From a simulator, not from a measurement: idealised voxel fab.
Title: Process Module voxel transistor to metal
In the cross-section labelled cut, the width is 150 nm and each square cell is 5 nm.
A cross-section is a grid of square cells, given in bands from the top down. A band is one or more rows of cells. Heights first: top, then bottom, in nm. Then materials, left to right, each with a width in nm. "edge to edge" on a single material: fills the band edge to edge. "blank": empty space. Height 0 is the level under which the wafer as received is all one material. The lowest band goes on downwards, as in "0 and below". Quick explanation for "30->40": the width changes in equal steps down the rows of cells, from the first number in the band's top row to the second number in its bottom row. Where the words "nothing was modified" appear for a step, the cross-section shows no cell changed by that step; every cell remained as before. Any empty space of 8 cells or more lacking an open way to the top shows up in "Enclosed void listing" as width x height at distance, distance from the left edge, in nm. Whatever follows a step's settings on its line is a remark the simulator itself makes about that step. overlay nm: where the mask lay relative to plan, measured to the right, on steps with a mask; negatives go left.

This section lists the process steps that were planned
1: RECEIVE, material Si
2: OXIDIZE, depth nm 5
3: CONFORMAL_DEP, material SiN, thk nm 10
4: MASKED_ETCH, tone cover, mask id ACTIVE, width nm 110, etch materials SiN, depth nm 10, overlay nm 0
5: MASKED_ETCH, tone cover, mask id ACTIVE, width nm 110, etch materials SiO2, depth nm 5, overlay nm 0
6: MASKED_ETCH, tone cover, mask id ACTIVE, width nm 110, etch materials Si, depth nm 30, overlay nm 0
7: OXIDIZE, depth nm 5
8: FILL_DEP, material SiO2, thk nm 10
9: CMP, height nm 10
10: SELECTIVE_ETCH, etch materials SiO2, depth nm 5
11: STRIP, etch materials SiN
12: SELECTIVE_ETCH, etch materials SiO2, depth nm 5
13: OXIDIZE, depth nm 5
14: DIRECTIONAL_DEP, material polySi, thk nm 25
15: DIRECTIONAL_DEP, material SiCN, thk nm 10
16: PATTERN, tone cover, mask id GATE, material resist, width nm 30, thk nm 20, overlay nm 0
17: DIRECTIONAL_ETCH, etch materials SiCN, depth nm 20
18: DIRECTIONAL_ETCH, etch materials polySi, depth nm 35
19: STRIP, etch materials resist
20: CONFORMAL_DEP, material SiN, thk nm 10
21: DIRECTIONAL_ETCH, etch materials SiN, depth nm 10
22: DIRECTIONAL_ETCH, etch materials SiO2, depth nm 5
23: EPI, material SiGe, thk nm 5
24: FILL_DEP, material SiO2, thk nm 5
25: CMP, height nm 20
26: STRIP, etch materials polySi
27: SELECTIVE_ETCH, etch materials SiO2, depth nm 5
28: CONFORMAL_DEP, material HfO2, thk nm 5
29: CONFORMAL_DEP, material TiN, thk nm 5
30: FILL_DEP, material W, thk nm 10
31: CMP, height nm 15
32: DIRECTIONAL_DEP, material SiO2, thk nm 10
33: MASKED_ETCH, tone open, mask id CONTACT, width nm 20, pitch nm 80, etch materials SiO2, depth nm 30, overlay nm 0
34: CONFORMAL_DEP, material TiN, thk nm 5
35: FILL_DEP, material W, thk nm 10
36: CMP, height nm 25
37: DIRECTIONAL_DEP, material TiN, thk nm 5
38: DIRECTIONAL_DEP, material W, thk nm 20
39: DIRECTIONAL_DEP, material aC, thk nm 15
40: PATTERN, tone cover, mask id METAL_1, material resist, width nm 20, pitch nm 80, thk nm 35, overlay nm 0
41: DIRECTIONAL_ETCH, etch materials aC, depth nm 15
42: STRIP, etch materials resist
43: DIRECTIONAL_ETCH, etch materials W, depth nm 20
44: DIRECTIONAL_ETCH, etch materials TiN, depth nm 5
45: STRIP, etch materials aC
46: CONFORMAL_DEP, material SiN, thk nm 5
47: FILL_DEP, material lowk, thk nm 10
48: CMP, height nm 50
49: CONFORMAL_DEP, material SiN, thk nm 5

Delivered wafer in cross-section: state after step 1
> 0 and below: Si edge to edge
> Enclosed void listing: none

Wafer cross-section at end of module: start and plan as shown above, one execution error
> 55 down to 50: SiN edge to edge
> 50 down to 30: lowk: 20 | SiN: 5 | W: 20 | SiN: 5 | lowk: 50 | SiN: 5 | W: 20 | SiN: 5 | lowk: 20
> 30 down to 25: SiN: 25 | TiN: 20 | SiN: 60 | TiN: 20 | SiN: 25
> 25 down to 15: SiO2: 25 | TiN: 5 | SiCN: 10 | TiN: 5 | SiO2: 60 | TiN: 5 | SiCN: 10 | TiN: 5 | SiO2: 25
> 15 down to 0: SiO2: 25 | TiN: 5 | SiCN: 10 | TiN: 5 | SiO2: 5 | SiN: 10 | HfO2: 5 | TiN: 5 | W: 10 | TiN: 5 | HfO2: 5 | SiN: 10 | SiO2: 5 | TiN: 5 | SiCN: 10 | TiN: 5 | SiO2: 25
> 0 down to -5: SiO2: 15 | SiN: 10 | TiN: 20 | SiO2: 5 | SiN: 10 | HfO2: 5 | TiN: 20 | HfO2: 5 | SiN: 10 | SiO2: 5 | TiN: 20 | SiN: 10 | SiO2: 15
> -5 down to -10: SiO2: 25 | SiGe: 25 | SiO2: 5 | HfO2: 40 | SiO2: 5 | SiGe: 25 | SiO2: 25
> -10 down to -40: SiO2: 25 | Si: 100 | SiO2: 25
> -40 and below: Si edge to edge
> Enclosed void listing: none
Short version of what went wrong: in deviation from the planned setting, step 35 was conducted as FILL_DEP, material SiCN, thk nm 10
